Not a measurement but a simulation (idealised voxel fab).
The following is a process module called voxel self aligned contacts.
Square cells of 5 nm make up the cross-section cut, whose width is 210 nm.
A cross-section is a grid of square cells, given in bands from the top down. A band is one or more rows of cells. A band entry consists of two parts. The first gives the height of the band's top and the height of its bottom, in nm. The rest lists the band's materials from left to right, each with its width in nm. A single material labelled with the word "throughout" fills the band from edge to edge, and the word "empty" marks empty space. Measure heights from 0. That's the level where, below it, the as-received wafer is all one material. The lowest band is bottomless and extends downward; write it as in "0 down". The notation "30->40" denotes a width that varies across the rows of cells in the band, beginning at the first number in the top row, finishing at the second number in the bottom row, and changing by an identical amount from each row to the next. "left unchanged" -> step changed no cross-section cell. In "Enclosed void entries" the enclosed voids are listed, meaning empty spaces of 8 cells or larger without any opening to the top. The form is width x height at distance, distance from the left edge, units nm. The remark found on a step's line after its settings is issued by the simulator itself and pertains to that step. The setting "overlay nm" may be written on the line of a step. When the step uses a mask, the value reports how far to the right of the planned place the mask lay, and a negative value reports that it lay to the left.

Steps planned for the process:
1: op RECEIVE | material Si
2: op CONFORMAL_DEP | material SiO2 | thk nm 5
3: op DIRECTIONAL_DEP | material polySi | thk nm 30
4: op DIRECTIONAL_DEP | material SiN | thk nm 20
5: op PATTERN | tone cover | mask id GATE | material resist | width nm 30 | pitch nm 55 | thk nm 15 | overlay nm 0
6: op DIRECTIONAL_ETCH | etch materials SiN | depth nm 20
7: op DIRECTIONAL_ETCH | etch materials polySi | depth nm 30
8: op STRIP | etch materials resist
9: op CONFORMAL_DEP | material SiN | thk nm 5
10: op DIRECTIONAL_ETCH | etch materials SiN | depth nm 5
11: op FILL_DEP | material SiO2 | thk nm 15
12: op CMP | height nm 60
13: op MASKED_ETCH | tone open | mask id CONTACT | width nm 35 | pitch nm 55 | etch materials SiO2 | depth nm 60 | overlay nm 0
14: op CONFORMAL_DEP | material TiN | thk nm 5
15: op FILL_DEP | material W | thk nm 5
16: op CMP | height nm 60
17: op CONFORMAL_DEP | material SiCN | thk nm 5

First wafer, two in total, run as planned:

Cross-section of the incoming wafer, state after step 1:
- 0 down  Si throughout
- Enclosed void entries: none

Cross-section through the wafer, step 2 finished:
- 5 to 0  SiO2 throughout
- Below 0, no change.

Cross-section through the wafer, step 3 finished:
- 35 to 5  polySi throughout
- Below 5, no change.

Cross-section through the wafer, step 4 finished:
- 55 to 35  SiN throughout
- Below 35, no change.

Cross-section through the wafer, step 5 finished:
- 70 to 55  35 empty  30 resist  25 empty  30 resist  25 empty  30 resist  35 empty
- Below 55, no change.

Cross-section through the wafer, step 6 finished:
- 70 to 55  35 empty  30 resist  25 empty  30 resist  25 empty  30 resist  35 empty
- 55 to 35  35 empty  30 SiN  25 empty  30 SiN  25 empty  30 SiN  35 empty
- Below 35, no change.

Cross-section through the wafer, step 7 finished:
- 70 to 55  35 empty  30 resist  25 empty  30 resist  25 empty  30 resist  35 empty
- 55 to 35  35 empty  30 SiN  25 empty  30 SiN  25 empty  30 SiN  35 empty
- 35 to 5  35 empty  30 polySi  25 empty  30 polySi  25 empty  30 polySi  35 empty
- Below 5, no change.

Cross-section through the wafer, step 8 finished:
- 55 to 35  35 empty  30 SiN  25 empty  30 SiN  25 empty  30 SiN  35 empty
- Below 35, no change.

Cross-section through the wafer, step 9 finished:
- 60 to 35  30 empty  40 SiN  15 empty  40 SiN  15 empty  40 SiN  30 empty
- 35 to 10  30 empty  5 SiN  30 polySi  5 SiN  15 empty  5 SiN  30 polySi  5 SiN  15 empty  5 SiN  30 polySi  5 SiN  30 empty
- 10 to 5  35 SiN  30 polySi  25 SiN  30 polySi  25 SiN  30 polySi  35 SiN
- Below 5, no change.

Cross-section through the wafer, step 10 finished:
- 55 to 35  30 empty  40 SiN  15 empty  40 SiN  15 empty  40 SiN  30 empty
- 35 to 5  30 empty  5 SiN  30 polySi  5 SiN  15 empty  5 SiN  30 polySi  5 SiN  15 empty  5 SiN  30 polySi  5 SiN  30 empty
- Below 5, no change.

Cross-section through the wafer, step 11 finished:
- 70 to 55  SiO2 throughout
- 55 to 35  30 SiO2  40 SiN  15 SiO2  40 SiN  15 SiO2  40 SiN  30 SiO2
- 35 to 5  30 SiO2  5 SiN  30 polySi  5 SiN  15 SiO2  5 SiN  30 polySi  5 SiN  15 SiO2  5 SiN  30 polySi  5 SiN  30 SiO2
- Below 5, no change.

Cross-section through the wafer, step 12 finished:
- 60 to 55  SiO2 throughout
- Below 55, no change.

Cross-section through the wafer, step 13 finished:
- 60 to 55  60 SiO2  35 empty  20 SiO2  35 empty  60 SiO2
- 55 to 35  30 SiO2  40 SiN  15 empty  40 SiN  15 empty  40 SiN  30 SiO2
- 35 to 5  30 SiO2  5 SiN  30 polySi  5 SiN  15 empty  5 SiN  30 polySi  5 SiN  15 empty  5 SiN  30 polySi  5 SiN  30 SiO2
- 5 to 0  70 SiO2  15 empty  40 SiO2  15 empty  70 SiO2
- Below 0, no change.

Cross-section through the wafer, step 14 finished:
- 65 to 60  65 TiN  25 empty  30 TiN  25 empty  65 TiN
- 60 to 55  60 SiO2  15 TiN  5 empty  15 TiN  20 SiO2  15 TiN  5 empty  15 TiN  60 SiO2
- 55 to 35  30 SiO2  40 SiN  5 TiN  5 empty  5 TiN  40 SiN  5 TiN  5 empty  5 TiN  40 SiN  30 SiO2
- 35 to 5  30 SiO2  5 SiN  30 polySi  5 SiN  5 TiN  5 empty  5 TiN  5 SiN  30 polySi  5 SiN  5 TiN  5 empty  5 TiN  5 SiN  30 polySi  5 SiN  30 SiO2
- 5 to 0  70 SiO2  15 TiN  40 SiO2  15 TiN  70 SiO2
- Below 0, no change.

Cross-section through the wafer, step 15 finished:
- 70 to 65  W throughout
- 65 to 60  65 TiN  25 W  30 TiN  25 W  65 TiN
- 60 to 55  60 SiO2  15 TiN  5 W  15 TiN  20 SiO2  15 TiN  5 W  15 TiN  60 SiO2
- 55 to 35  30 SiO2  40 SiN  5 TiN  5 W  5 TiN  40 SiN  5 TiN  5 W  5 TiN  40 SiN  30 SiO2
- 35 to 5  30 SiO2  5 SiN  30 polySi  5 SiN  5 TiN  5 W  5 TiN  5 SiN  30 polySi  5 SiN  5 TiN  5 W  5 TiN  5 SiN  30 polySi  5 SiN  30 SiO2
- Below 5, no change.

Cross-section through the wafer, step 16 finished:
- 60 to 55  60 SiO2  15 TiN  5 W  15 TiN  20 SiO2  15 TiN  5 W  15 TiN  60 SiO2
- Below 55, no change.

Cross-section through the wafer, step 17 finished:
- 65 to 60  SiCN throughout
- Below 60, no change.

The second wafer began exactly as the first did and followed the same plan, but one mistake was made while running it; through step 8 inclusive, the two wafers are identical:

Cross-section, second wafer, at the end time the plan gives for step 9: left unchanged

Cross-section, second wafer, at the end time the plan gives for step 10:
- 50 to 35  35 empty  30 SiN  25 empty  30 SiN  25 empty  30 SiN  35 empty
- Below 35, no change.

Cross-section, second wafer, at the end time the plan gives for step 11:
- 65 to 50  SiO2 throughout
- 50 to 35  35 SiO2  30 SiN  25 SiO2  30 SiN  25 SiO2  30 SiN  35 SiO2
- 35 to 5  35 SiO2  30 polySi  25 SiO2  30 polySi  25 SiO2  30 polySi  35 SiO2
- Below 5, no change.

Cross-section, second wafer, at the end time the plan gives for step 12:
- 60 to 50  SiO2 throughout
- Below 50, no change.

Cross-section, second wafer, at the end time the plan gives for step 13:
- 60 to 50  60 SiO2  35 empty  20 SiO2  35 empty  60 SiO2
- 50 to 35  35 SiO2  30 SiN  25 empty  30 SiN  25 empty  30 SiN  35 SiO2
- 35 to 5  35 SiO2  30 polySi  25 empty  30 polySi  25 empty  30 polySi  35 SiO2
- 5 to 0  65 SiO2  25 empty  30 SiO2  25 empty  65 SiO2
- Below 0, no change.

Cross-section, second wafer, at the end time the plan gives for step 14:
- 65 to 60  65 TiN  25 empty  30 TiN  25 empty  65 TiN
- 60 to 50  60 SiO2  5->10 TiN  25->15 empty  5->10 TiN  20 SiO2  5->10 TiN  25->15 empty  5->10 TiN  60 SiO2
- 50 to 35  35 SiO2  30 SiN  5 TiN  15 empty  5 TiN  30 SiN  5 TiN  15 empty  5 TiN  30 SiN  35 SiO2
- 35 to 5  35 SiO2  30 polySi  5 TiN  15 empty  5 TiN  30 polySi  5 TiN  15 empty  5 TiN  30 polySi  35 SiO2
- 5 to 0  65 SiO2  25 TiN  30 SiO2  25 TiN  65 SiO2
- Below 0, no change.

Cross-section, second wafer, at the end time the plan gives for step 15:
- 70 to 65  W throughout
- 65 to 60  65 TiN  25 W  30 TiN  25 W  65 TiN
- 60 to 50  60 SiO2  5->10 TiN  25->15 W  5->10 TiN  20 SiO2  5->10 TiN  25->15 W  5->10 TiN  60 SiO2
- 50 to 35  35 SiO2  30 SiN  5 TiN  15 W  5 TiN  30 SiN  5 TiN  15 W  5 TiN  30 SiN  35 SiO2
- 35 to 5  35 SiO2  30 polySi  5 TiN  15 W  5 TiN  30 polySi  5 TiN  15 W  5 TiN  30 polySi  35 SiO2
- Below 5, no change.

Cross-section, second wafer, at the end time the plan gives for step 16:
- 60 to 50  60 SiO2  5->10 TiN  25->15 W  5->10 TiN  20 SiO2  5->10 TiN  25->15 W  5->10 TiN  60 SiO2
- Below 50, no change.

Cross-section, second wafer, at the end time the plan gives for step 17:
- 65 to 60  SiCN throughout
- Below 60, no change.
Heads up, the wafer didn't run the way we planned it: the plan's step 9 was left out and never carried out
Final tally in cells, some materials are higher or lower on the second wafer than on the first: 78 fewer of SiN | 30 more of SiO2 | 48 more of W
